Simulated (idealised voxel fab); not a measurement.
Name of the process module below: voxel spacer lines
Displayed cross-section: cut, width of 235 nm, square cells sized 5 nm.
We lay out every cross-section as a grid of square cells and spell it out in bands from the top down, where one band means one or more rows of cells.
In this notation a band is specified by the heights of its top and bottom, in that order and in nm, after which its materials appear from left to right, each paired with its width in nm. The word "throughout" attached to a single material means that material fills the band from edge to edge; the word "blank" stands for empty space.
Ref level 0: as-received wafer is one material below here. Bottom band extends down with no lower bound ("0 down").
Width: "30->40" (first number = top row, second number = bottom row, same change from row to row of cells).
Any step labelled "all unchanged" changed none of the cells in the cross-section.
The entry titled "Enclosed empty spaces" provides the empty spaces that have no open way to the top, restricted to those of 8 cells or more. Each is presented as width x height at distance, the distance being measured from the left edge, with all three in nm.
What comes after the settings on a step's line is commentary from the simulator itself on that step.
"overlay nm", when on a step's line for a step with a mask, measures how far to the right of its planned place the mask lay; a negative measure means to the left.
If you're wondering how to read the rest of this, here's the deal. It's pairs of cross-sections: one from before a process step, one from after it. The after one is only drawn as far down as the lowest band that changed. Right under each pair you'll see which step sits between them and what its settings were. Don't read the pairs as one continuous story, though. They can come from different runs of this module on the same starting wafer, and a pair only carries on from the one above it where its entry headed "Ex-ante state" says so.
Ex-ante state:
  0 down | Si throughout
  Enclosed empty spaces: none
Cut View, Post-Step:
  5 to 0 | Al2O3 throughout
  At heights below 0, the structure remains unaltered.
  Enclosed empty spaces: none
Looking at the two cross-sections above, the step in the middle is CONFORMAL_DEP with material Al2O3, thk nm 5
Ex-ante state: identical to the post-step cross-section of the immediately preceding pair.
Cut View, Post-Step:
  15 to 5 | polySi throughout
  At heights below 5, the structure remains unaltered.
  Enclosed empty spaces: none
Looking at the two cross-sections above, the step in the middle is DIRECTIONAL_DEP with material polySi, thk nm 10
Ex-ante state: identical to the post-step cross-section of the immediately preceding pair.
Cut View, Post-Step:
  45 to 15 | aC throughout
  At heights below 15, the structure remains unaltered.
  Enclosed empty spaces: none
Looking at the two cross-sections above, the step in the middle is DIRECTIONAL_DEP with material aC, thk nm 30
Ex-ante state: identical to the post-step cross-section of the immediately preceding pair.
Cut View, Post-Step:
  80 to 45 | blank: 85  resist: 15  blank: 35  resist: 15  blank: 85
  At heights below 45, the structure remains unaltered.
  Enclosed empty spaces: none
Looking at the two cross-sections above, the step in the middle is PATTERN with tone cover, mask id MANDREL, material resist, width nm 15, pitch nm 50, thk nm 35, overlay nm 0
Ex-ante state: identical to the post-step cross-section of the immediately preceding pair.
Cut View, Post-Step:
  50 to 45 | blank: 85  resist: 15  blank: 35  resist: 15  blank: 85
  45 to 15 | blank: 85  aC: 15  blank: 35  aC: 15  blank: 85
  At heights below 15, the structure remains unaltered.
  Enclosed empty spaces: none
Looking at the two cross-sections above, the step in the middle is DIRECTIONAL_ETCH with etch materials aC, depth nm 30
Ex-ante state: identical to the post-step cross-section of the immediately preceding pair.
Cut View, Post-Step:
  45 to 15 | blank: 85  aC: 15  blank: 35  aC: 15  blank: 85
  At heights below 15, the structure remains unaltered.
  Enclosed empty spaces: none
Looking at the two cross-sections above, the step in the middle is STRIP with etch materials resist
Ex-ante state: identical to the post-step cross-section of the immediately preceding pair.
Cut View, Post-Step:
  55 to 45 | blank: 75  SiO2: 35  blank: 15  SiO2: 35  blank: 75
  45 to 25 | blank: 75  SiO2: 10  aC: 15  SiO2: 10  blank: 15  SiO2: 10  aC: 15  SiO2: 10  blank: 75
  25 to 15 | SiO2: 85  aC: 15  SiO2: 35  aC: 15  SiO2: 85
  At heights below 15, the structure remains unaltered.
  Enclosed empty spaces: none
Looking at the two cross-sections above, the step in the middle is CONFORMAL_DEP with material SiO2, thk nm 10
Ex-ante state: identical to the post-step cross-section of the immediately preceding pair.
Cut View, Post-Step:
  45 to 15 | blank: 75  SiO2: 10  aC: 15  SiO2: 10  blank: 15  SiO2: 10  aC: 15  SiO2: 10  blank: 75
  At heights below 15, the structure remains unaltered.
  Enclosed empty spaces: none
Looking at the two cross-sections above, the step in the middle is DIRECTIONAL_ETCH with etch materials SiO2, depth nm 10
Ex-ante state: identical to the post-step cross-section of the immediately preceding pair.
Cut View, Post-Step:
  45 to 15 | blank: 75  SiO2: 10  blank: 15  SiO2: 10  blank: 15  SiO2: 10  blank: 15  SiO2: 10  blank: 75
  At heights below 15, the structure remains unaltered.
  Enclosed empty spaces: none
Looking at the two cross-sections above, the step in the middle is STRIP with etch materials aC
Ex-ante state: identical to the post-step cross-section of the immediately preceding pair.
Cut View, Post-Step:
  45 to 15 | blank: 75  SiO2: 10  blank: 15  SiO2: 10  blank: 15  SiO2: 10  blank: 15  SiO2: 10  blank: 75
  15 to 5 | blank: 75  polySi: 10  blank: 15  polySi: 10  blank: 15  polySi: 10  blank: 15  polySi: 10  blank: 75
  At heights below 5, the structure remains unaltered.
  Enclosed empty spaces: none
Looking at the two cross-sections above, the step in the middle is DIRECTIONAL_ETCH with etch materials polySi, depth nm 10
Ex-ante state: identical to the post-step cross-section of the immediately preceding pair.
Cut View, Post-Step:
  15 to 5 | blank: 75  polySi: 10  blank: 15  polySi: 10  blank: 15  polySi: 10  blank: 15  polySi: 10  blank: 75
  At heights below 5, the structure remains unaltered.
  Enclosed empty spaces: none
Looking at the two cross-sections above, the step in the middle is STRIP with etch materials SiO2
Ex-ante state:
  0 down | Si throughout
  Enclosed empty spaces: none
Cut View, Post-Step:
  10 to 0 | polySi throughout
  At heights below 0, the structure remains unaltered.
  Enclosed empty spaces: none
Looking at the two cross-sections above, the step in the middle is DIRECTIONAL_DEP with material polySi, thk nm 10
Ex-ante state: identical to the post-step cross-section of the immediately preceding pair.
Cut View, Post-Step:
  40 to 10 | aC throughout
  At heights below 10, the structure remains unaltered.
  Enclosed empty spaces: none
Looking at the two cross-sections above, the step in the middle is DIRECTIONAL_DEP with material aC, thk nm 30
Ex-ante state: identical to the post-step cross-section of the immediately preceding pair.
Cut View, Post-Step:
  75 to 40 | blank: 85  resist: 15  blank: 35  resist: 15  blank: 85
  At heights below 40, the structure remains unaltered.
  Enclosed empty spaces: none
Looking at the two cross-sections above, the step in the middle is PATTERN with tone cover, mask id MANDREL, material resist, width nm 15, pitch nm 50, thk nm 35, overlay nm 0
Ex-ante state: identical to the post-step cross-section of the immediately preceding pair.
Cut View, Post-Step:
  45 to 40 | blank: 85  resist: 15  blank: 35  resist: 15  blank: 85
  40 to 10 | blank: 85  aC: 15  blank: 35  aC: 15  blank: 85
  At heights below 10, the structure remains unaltered.
  Enclosed empty spaces: none
Looking at the two cross-sections above, the step in the middle is DIRECTIONAL_ETCH with etch materials aC, depth nm 30
Ex-ante state: identical to the post-step cross-section of the immediately preceding pair.
Cut View, Post-Step:
  40 to 10 | blank: 85  aC: 15  blank: 35  aC: 15  blank: 85
  At heights below 10, the structure remains unaltered.
  Enclosed empty spaces: none
Looking at the two cross-sections above, the step in the middle is STRIP with etch materials resist
Ex-ante state: identical to the post-step cross-section of the immediately preceding pair.
Cut View, Post-Step:
  50 to 40 | blank: 75  SiO2: 35  blank: 15  SiO2: 35  blank: 75
  40 to 20 | blank: 75  SiO2: 10  aC: 15  SiO2: 10  blank: 15  SiO2: 10  aC: 15  SiO2: 10  blank: 75
  20 to 10 | SiO2: 85  aC: 15  SiO2: 35  aC: 15  SiO2: 85
  At heights below 10, the structure remains unaltered.
  Enclosed empty spaces: none
Looking at the two cross-sections above, the step in the middle is CONFORMAL_DEP with material SiO2, thk nm 10
Ex-ante state: identical to the post-step cross-section of the immediately preceding pair.
Cut View, Post-Step:
  40 to 10 | blank: 75  SiO2: 10  aC: 15  SiO2: 10  blank: 15  SiO2: 10  aC: 15  SiO2: 10  blank: 75
  At heights below 10, the structure remains unaltered.
  Enclosed empty spaces: none
Looking at the two cross-sections above, the step in the middle is DIRECTIONAL_ETCH with etch materials SiO2, depth nm 10
Ex-ante state: identical to the post-step cross-section of the immediately preceding pair.
Cut View, Post-Step:
  40 to 10 | blank: 75  SiO2: 10  blank: 15  SiO2: 10  blank: 15  SiO2: 10  blank: 15  SiO2: 10  blank: 75
  At heights below 10, the structure remains unaltered.
  Enclosed empty spaces: none
Looking at the two cross-sections above, the step in the middle is STRIP with etch materials aC
Ex-ante state: identical to the post-step cross-section of the immediately preceding pair.
Cut View, Post-Step:
  40 to 10 | blank: 75  SiO2: 10  blank: 15  SiO2: 10  blank: 15  SiO2: 10  blank: 15  SiO2: 10  blank: 75
  10 to 0 | blank: 75  polySi: 10  blank: 15  polySi: 10  blank: 15  polySi: 10  blank: 15  polySi: 10  blank: 75
  At heights below 0, the structure remains unaltered.
  Enclosed empty spaces: none
Looking at the two cross-sections above, the step in the middle is DIRECTIONAL_ETCH with etch materials polySi, depth nm 10
Ex-ante state: identical to the post-step cross-section of the immediately preceding pair.
Cut View, Post-Step:
  10 to 0 | blank: 75  polySi: 10  blank: 15  polySi: 10  blank: 15  polySi: 10  blank: 15  polySi: 10  blank: 75
  At heights below 0, the structure remains unaltered.
  Enclosed empty spaces: none
Looking at the two cross-sections above, the step in the middle is STRIP with etch materials SiO2
Ex-ante state:
  45 to 15 | blank: 75  SiO2: 10  aC: 15  SiO2: 10  blank: 15  SiO2: 10  aC: 15  SiO2: 10  blank: 75
  15 to 5 | polySi throughout
  5 to 0 | Al2O3 throughout
  0 down | Si throughout
  Enclosed empty spaces: none
Cut View, Post-Step:
  45 to 35 | blank: 85  aC: 15  blank: 35  aC: 15  blank: 85
  At heights below 35, the structure remains unaltered.
  Enclosed empty spaces: none
Looking at the two cross-sections above, the step in the middle is DIRECTIONAL_ETCH with etch materials SiO2, depth nm 10
Ex-ante state: identical to the post-step cross-section of the immediately preceding pair.
Cut View, Post-Step:
  35 to 15 | blank: 75  SiO2: 10  blank: 15  SiO2: 10  blank: 15  SiO2: 10  blank: 15  SiO2: 10  blank: 75
  At heights below 15, the structure remains unaltered.
  Enclosed empty spaces: none
Looking at the two cross-sections above, the step in the middle is STRIP with etch materials aC
Ex-ante state: identical to the post-step cross-section of the immediately preceding pair.
Cut View, Post-Step:
  35 to 15 | blank: 75  SiO2: 10  blank: 15  SiO2: 10  blank: 15  SiO2: 10  blank: 15  SiO2: 10  blank: 75
  15 to 5 | blank: 75  polySi: 10  blank: 15  polySi: 10  blank: 15  polySi: 10  blank: 15  polySi: 10  blank: 75
  At heights below 5, the structure remains unaltered.
  Enclosed empty spaces: none
Looking at the two cross-sections above, the step in the middle is DIRECTIONAL_ETCH with etch materials polySi, depth nm 10
Ex-ante state: identical to the post-step cross-section of the immediately preceding pair.
Cut View, Post-Step:
  15 to 5 | blank: 75  polySi: 10  blank: 15  polySi: 10  blank: 15  polySi: 10  blank: 15  polySi: 10  blank: 75
  At heights below 5, the structure remains unaltered.
  Enclosed empty spaces: none
Looking at the two cross-sections above, the step in the middle is STRIP with etch materials SiO2
Ex-ante state:
  5 to 0 | Al2O3 throughout
  0 down | Si throughout
  Enclosed empty spaces: none
Cut View, Post-Step:
  35 to 5 | aC throughout
  At heights below 5, the structure remains unaltered.
  Enclosed empty spaces: none
Looking at the two cross-sections above, the step in the middle is DIRECTIONAL_DEP with material aC, thk nm 30
Ex-ante state: identical to the post-step cross-section of the immediately preceding pair.
Cut View, Post-Step:
  45 to 35 | polySi throughout
  At heights below 35, the structure remains unaltered.
  Enclosed empty spaces: none
Looking at the two cross-sections above, the step in the middle is DIRECTIONAL_DEP with material polySi, thk nm 10
Ex-ante state: identical to the post-step cross-section of the immediately preceding pair.
Cut View, Post-Step:
  80 to 45 | blank: 85  resist: 15  blank: 35  resist: 15  blank: 85
  At heights below 45, the structure remains unaltered.
  Enclosed empty spaces: none
Looking at the two cross-sections above, the step in the middle is PATTERN with tone cover, mask id MANDREL, material resist, width nm 15, pitch nm 50, thk nm 35, overlay nm 0
Ex-ante state: identical to the post-step cross-section of the immediately preceding pair.
Cut View, Post-Step:
  50 to 45 | blank: 85  resist: 15  blank: 35  resist: 15  blank: 85
  At heights below 45, the structure remains unaltered.
  Enclosed empty spaces: none
Looking at the two cross-sections above, the step in the middle is DIRECTIONAL_ETCH with etch materials aC, depth nm 30
Ex-ante state: identical to the post-step cross-section of the immediately preceding pair.
Cut View, Post-Step:
  45 to 35 | polySi throughout
  At heights below 35, the structure remains unaltered.
  Enclosed empty spaces: none
Looking at the two cross-sections above, the step in the middle is STRIP with etch materials resist
Ex-ante state: identical to the post-step cross-section of the immediately preceding pair.
Cut View, Post-Step:
  55 to 45 | SiO2 throughout
  At heights below 45, the structure remains unaltered.
  Enclosed empty spaces: none
Looking at the two cross-sections above, the step in the middle is CONFORMAL_DEP with material SiO2, thk nm 10
Ex-ante state: identical to the post-step cross-section of the immediately preceding pair.
Cut View, Post-Step:
  45 to 35 | polySi throughout
  At heights below 35, the structure remains unaltered.
  Enclosed empty spaces: none
Looking at the two cross-sections above, the step in the middle is DIRECTIONAL_ETCH with etch materials SiO2, depth nm 10
Ex-ante state: identical to the post-step cross-section of the immediately preceding pair.
Cut View, Post-Step:
  35 to 5 | aC throughout
  At heights below 5, the structure remains unaltered.
  Enclosed empty spaces: none
Looking at the two cross-sections above, the step in the middle is DIRECTIONAL_ETCH with etch materials polySi, depth nm 10
Ex-ante state:
  45 to 15 | blank: 85  aC: 15  blank: 35  aC: 15  blank: 85
  15 to 5 | polySi throughout
  5 to 0 | Al2O3 throughout
  0 down | Si throughout
  Enclosed empty spaces: none
Cut View, Post-Step:
  50 to 45 | blank: 80  SiO2: 25  blank: 25  SiO2: 25  blank: 80
  45 to 20 | blank: 80  SiO2: 5  aC: 15  SiO2: 5  blank: 25  SiO2: 5  aC: 15  SiO2: 5  blank: 80
  20 to 15 | SiO2: 85  aC: 15  SiO2: 35  aC: 15  SiO2: 85
  At heights below 15, the structure remains unaltered.
  Enclosed empty spaces: none
Looking at the two cross-sections above, the step in the middle is CONFORMAL_DEP with material SiO2, thk nm 5
Ex-ante state: identical to the post-step cross-section of the immediately preceding pair.
Cut View, Post-Step:
  45 to 40 | blank: 85  aC: 15  blank: 35  aC: 15  blank: 85
  40 to 15 | blank: 80  SiO2: 5  aC: 15  SiO2: 5  blank: 25  SiO2: 5  aC: 15  SiO2: 5  blank: 80
  At heights below 15, the structure remains unaltered.
  Enclosed empty spaces: none
Looking at the two cross-sections above, the step in the middle is DIRECTIONAL_ETCH with etch materials SiO2, depth nm 10
Ex-ante state: identical to the post-step cross-section of the immediately preceding pair.
Cut View, Post-Step:
  40 to 15 | blank: 80  SiO2: 5  blank: 15  SiO2: 5  blank: 25  SiO2: 5  blank: 15  SiO2: 5  blank: 80
  At heights below 15, the structure remains unaltered.
  Enclosed empty spaces: none
Looking at the two cross-sections above, the step in the middle is STRIP with etch materials aC
Ex-ante state: identical to the post-step cross-section of the immediately preceding pair.
Cut View, Post-Step:
  40 to 15 | blank: 80  SiO2: 5  blank: 15  SiO2: 5  blank: 25  SiO2: 5  blank: 15  SiO2: 5  blank: 80
  15 to 5 | blank: 80  polySi: 5  blank: 15  polySi: 5  blank: 25  polySi: 5  blank: 15  polySi: 5  blank: 80
  At heights below 5, the structure remains unaltered.
  Enclosed empty spaces: none
Looking at the two cross-sections above, the step in the middle is DIRECTIONAL_ETCH with etch materials polySi, depth nm 10
Ex-ante state: identical to the post-step cross-section of the immediately preceding pair.
Cut View, Post-Step:
  15 to 5 | blank: 80  polySi: 5  blank: 15  polySi: 5  blank: 25  polySi: 5  blank: 15  polySi: 5  blank: 80
  At heights below 5, the structure remains unaltered.
  Enclosed empty spaces: none
Looking at the two cross-sections above, the step in the middle is STRIP with etch materials SiO2
Ex-ante state:
  45 to 15 | aC throughout
  15 to 5 | polySi throughout
  5 to 0 | Al2O3 throughout
  0 down | Si throughout
  Enclosed empty spaces: none
Cut View, Post-Step:
  80 to 45 | blank: 80  resist: 25  blank: 25  resist: 25  blank: 80
  At heights below 45, the structure remains unaltered.
  Enclosed empty spaces: none
Looking at the two cross-sections above, the step in the middle is PATTERN with tone cover, mask id MANDREL, material resist, width nm 25, pitch nm 50, thk nm 35, overlay nm 0
Ex-ante state: identical to the post-step cross-section of the immediately preceding pair.
Cut View, Post-Step:
  50 to 45 | blank: 80  resist: 25  blank: 25  resist: 25  blank: 80
  45 to 15 | blank: 80  aC: 25  blank: 25  aC: 25  blank: 80
  At heights below 15, the structure remains unaltered.
  Enclosed empty spaces: none
Looking at the two cross-sections above, the step in the middle is DIRECTIONAL_ETCH with etch materials aC, depth nm 30
Ex-ante state: identical to the post-step cross-section of the immediately preceding pair.
Cut View, Post-Step:
  45 to 15 | blank: 80  aC: 25  blank: 25  aC: 25  blank: 80
  At heights below 15, the structure remains unaltered.
  Enclosed empty spaces: none
Looking at the two cross-sections above, the step in the middle is STRIP with etch materials resist
Ex-ante state: identical to the post-step cross-section of the immediately preceding pair.
Cut View, Post-Step:
  55 to 45 | blank: 70  SiO2: 45  blank: 5  SiO2: 45  blank: 70
  45 to 25 | blank: 70  SiO2: 10  aC: 25  SiO2: 10  blank: 5  SiO2: 10  aC: 25  SiO2: 10  blank: 70
  25 to 15 | SiO2: 80  aC: 25  SiO2: 25  aC: 25  SiO2: 80
  At heights below 15, the structure remains unaltered.
  Enclosed empty spaces: none
Looking at the two cross-sections above, the step in the middle is CONFORMAL_DEP with material SiO2, thk nm 10
Ex-ante state: identical to the post-step cross-section of the immediately preceding pair.
Cut View, Post-Step:
  45 to 15 | blank: 70  SiO2: 10  aC: 25  SiO2: 10  blank: 5  SiO2: 10  aC: 25  SiO2: 10  blank: 70
  At heights below 15, the structure remains unaltered.
  Enclosed empty spaces: none
Looking at the two cross-sections above, the step in the middle is DIRECTIONAL_ETCH with etch materials SiO2, depth nm 10
Ex-ante state: identical to the post-step cross-section of the immediately preceding pair.
Cut View, Post-Step:
  45 to 15 | blank: 70  SiO2: 10  blank: 25  SiO2: 10  blank: 5  SiO2: 10  blank: 25  SiO2: 10  blank: 70
  At heights below 15, the structure remains unaltered.
  Enclosed empty spaces: none
Looking at the two cross-sections above, the step in the middle is STRIP with etch materials aC
Ex-ante state: identical to the post-step cross-section of the immediately preceding pair.
Cut View, Post-Step:
  45 to 15 | blank: 70  SiO2: 10  blank: 25  SiO2: 10  blank: 5  SiO2: 10  blank: 25  SiO2: 10  blank: 70
  15 to 5 | blank: 70  polySi: 10  blank: 25  polySi: 10  blank: 5  polySi: 10  blank: 25  polySi: 10  blank: 70
  At heights below 5, the structure remains unaltered.
  Enclosed empty spaces: none
Looking at the two cross-sections above, the step in the middle is DIRECTIONAL_ETCH with etch materials polySi, depth nm 10
Ex-ante state: identical to the post-step cross-section of the immediately preceding pair.
Cut View, Post-Step:
  15 to 5 | blank: 70  polySi: 10  blank: 25  polySi: 10  blank: 5  polySi: 10  blank: 25  polySi: 10  blank: 70
  At heights below 5, the structure remains unaltered.
  Enclosed empty spaces: none
Looking at the two cross-sections above, the step in the middle is STRIP with etch materials SiO2
Ex-ante state:
  45 to 15 | aC throughout
  15 to 5 | polySi throughout
  5 to 0 | Al2O3 throughout
  0 down | Si throughout
  Enclosed empty spaces: none
Cut View, Post-Step:
  80 to 45 | blank: 80  resist: 15  blank: 35  resist: 15  blank: 90
  At heights below 45, the structure remains unaltered.
  Enclosed empty spaces: none
Looking at the two cross-sections above, the step in the middle is PATTERN with tone cover, mask id MANDREL, material resist, width nm 15, pitch nm 50, thk nm 35, overlay nm -5
Ex-ante state: identical to the post-step cross-section of the immediately preceding pair.
Cut View, Post-Step:
  50 to 45 | blank: 80  resist: 15  blank: 35  resist: 15  blank: 90
  45 to 15 | blank: 80  aC: 15  blank: 35  aC: 15  blank: 90
  At heights below 15, the structure remains unaltered.
  Enclosed empty spaces: none
Looking at the two cross-sections above, the step in the middle is DIRECTIONAL_ETCH with etch materials aC, depth nm 30
Ex-ante state: identical to the post-step cross-section of the immediately preceding pair.
Cut View, Post-Step:
  45 to 15 | blank: 80  aC: 15  blank: 35  aC: 15  blank: 90
  At heights below 15, the structure remains unaltered.
  Enclosed empty spaces: none
Looking at the two cross-sections above, the step in the middle is STRIP with etch materials resist
Ex-ante state: identical to the post-step cross-section of the immediately preceding pair.
Cut View, Post-Step:
  55 to 45 | blank: 70  SiO2: 35  blank: 15  SiO2: 35  blank: 80
  45 to 25 | blank: 70  SiO2: 10  aC: 15  SiO2: 10  blank: 15  SiO2: 10  aC: 15  SiO2: 10  blank: 80
  25 to 15 | SiO2: 80  aC: 15  SiO2: 35  aC: 15  SiO2: 90
  At heights below 15, the structure remains unaltered.
  Enclosed empty spaces: none
Looking at the two cross-sections above, the step in the middle is CONFORMAL_DEP with material SiO2, thk nm 10
Ex-ante state: identical to the post-step cross-section of the immediately preceding pair.
Cut View, Post-Step:
  45 to 15 | blank: 70  SiO2: 10  aC: 15  SiO2: 10  blank: 15  SiO2: 10  aC: 15  SiO2: 10  blank: 80
  At heights below 15, the structure remains unaltered.
  Enclosed empty spaces: none
Looking at the two cross-sections above, the step in the middle is DIRECTIONAL_ETCH with etch materials SiO2, depth nm 10
Ex-ante state: identical to the post-step cross-section of the immediately preceding pair.
Cut View, Post-Step:
  45 to 15 | blank: 70  SiO2: 10  blank: 15  SiO2: 10  blank: 15  SiO2: 10  blank: 15  SiO2: 10  blank: 80
  At heights below 15, the structure remains unaltered.
  Enclosed empty spaces: none
Looking at the two cross-sections above, the step in the middle is STRIP with etch materials aC
Ex-ante state: identical to the post-step cross-section of the immediately preceding pair.
Cut View, Post-Step:
  45 to 15 | blank: 70  SiO2: 10  blank: 15  SiO2: 10  blank: 15  SiO2: 10  blank: 15  SiO2: 10  blank: 80
  15 to 5 | blank: 70  polySi: 10  blank: 15  polySi: 10  blank: 15  polySi: 10  blank: 15  polySi: 10  blank: 80
  At heights below 5, the structure remains unaltered.
  Enclosed empty spaces: none
Looking at the two cross-sections above, the step in the middle is DIRECTIONAL_ETCH with etch materials polySi, depth nm 10
Ex-ante state: identical to the post-step cross-section of the immediately preceding pair.
Cut View, Post-Step:
  15 to 5 | blank: 70  polySi: 10  blank: 15  polySi: 10  blank: 15  polySi: 10  blank: 15  polySi: 10  blank: 80
  At heights below 5, the structure remains unaltered.
  Enclosed empty spaces: none
Looking at the two cross-sections above, the step in the middle is STRIP with etch materials SiO2
Ex-ante state:
  45 to 15 | blank: 85  aC: 15  blank: 35  aC: 15  blank: 85
  15 to 5 | polySi throughout
  5 to 0 | Al2O3 throughout
  0 down | Si throughout
  Enclosed empty spaces: none
Cut View, Post-Step:
  55 to 45 | blank: 75  polySi: 35  blank: 15  polySi: 35  blank: 75
  45 to 25 | blank: 75  polySi: 10  aC: 15  polySi: 10  blank: 15  polySi: 10  aC: 15  polySi: 10  blank: 75
  25 to 15 | polySi: 85  aC: 15  polySi: 35  aC: 15  polySi: 85
  At heights below 15, the structure remains unaltered.
  Enclosed empty spaces: none
Looking at the two cross-sections above, the step in the middle is CONFORMAL_DEP with material polySi, thk nm 10
Ex-ante state: identical to the post-step cross-section of the immediately preceding pair.
Cut View, Post-Step:
  45 to 15 | blank: 75  polySi: 10  aC: 15  polySi: 10  blank: 15  polySi: 10  aC: 15  polySi: 10  blank: 75
  At heights below 15, the structure remains unaltered.
  Enclosed empty spaces: none
Looking at the two cross-sections above, the step in the middle is DIRECTIONAL_ETCH with etch materials polySi, depth nm 10
Ex-ante state:
  45 to 15 | aC throughout
  15 to 5 | polySi throughout
  5 to 0 | Al2O3 throughout
  0 down | Si throughout
  Enclosed empty spaces: none
Cut View, Post-Step:
  80 to 45 | resist: 85  blank: 15  resist: 35  blank: 15  resist: 85
  At heights below 45, the structure remains unaltered.
  Enclosed empty spaces: none
Looking at the two cross-sections above, the step in the middle is PATTERN with tone open, mask id MANDREL, material resist, width nm 15, pitch nm 50, thk nm 35, overlay nm 0
Ex-ante state: identical to the post-step cross-section of the immediately preceding pair.
Cut View, Post-Step:
  50 to 45 | resist: 85  blank: 15  resist: 35  blank: 15  resist: 85
  45 to 15 | aC: 85  blank: 15  aC: 35  blank: 15  aC: 85
  At heights below 15, the structure remains unaltered.
  Enclosed empty spaces: none
Looking at the two cross-sections above, the step in the middle is DIRECTIONAL_ETCH with etch materials aC, depth nm 30
Ex-ante state: identical to the post-step cross-section of the immediately preceding pair.
Cut View, Post-Step:
  45 to 15 | aC: 85  blank: 15  aC: 35  blank: 15  aC: 85
  At heights below 15, the structure remains unaltered.
  Enclosed empty spaces: none
Looking at the two cross-sections above, the step in the middle is STRIP with etch materials resist
Ex-ante state: identical to the post-step cross-section of the immediately preceding pair.
Cut View, Post-Step:
  55 to 45 | SiO2 throughout
  45 to 15 | aC: 85  SiO2: 15  aC: 35  SiO2: 15  aC: 85
  At heights below 15, the structure remains unaltered.
  Enclosed empty spaces: none
Looking at the two cross-sections above, the step in the middle is CONFORMAL_DEP with material SiO2, thk nm 10
Ex-ante state: identical to the post-step cross-section of the immediately preceding pair.
Cut View, Post-Step:
  45 to 15 | aC: 85  SiO2: 15  aC: 35  SiO2: 15  aC: 85
  At heights below 15, the structure remains unaltered.
  Enclosed empty spaces: none
Looking at the two cross-sections above, the step in the middle is DIRECTIONAL_ETCH with etch materials SiO2, depth nm 10
Ex-ante state: identical to the post-step cross-section of the immediately preceding pair.
Cut View, Post-Step:
  45 to 15 | blank: 85  SiO2: 15  blank: 35  SiO2: 15  blank: 85
  At heights below 15, the structure remains unaltered.
  Enclosed empty spaces: none
Looking at the two cross-sections above, the step in the middle is STRIP with etch materials aC
Ex-ante state: identical to the post-step cross-section of the immediately preceding pair.
Cut View, Post-Step:
  45 to 15 | blank: 85  SiO2: 15  blank: 35  SiO2: 15  blank: 85
  15 to 5 | blank: 85  polySi: 15  blank: 35  polySi: 15  blank: 85
  At heights below 5, the structure remains unaltered.
  Enclosed empty spaces: none
Looking at the two cross-sections above, the step in the middle is DIRECTIONAL_ETCH with etch materials polySi, depth nm 10
Ex-ante state: identical to the post-step cross-section of the immediately preceding pair.
Cut View, Post-Step:
  15 to 5 | blank: 85  polySi: 15  blank: 35  polySi: 15  blank: 85
  At heights below 5, the structure remains unaltered.
  Enclosed empty spaces: none
Looking at the two cross-sections above, the step in the middle is STRIP with etch materials SiO2
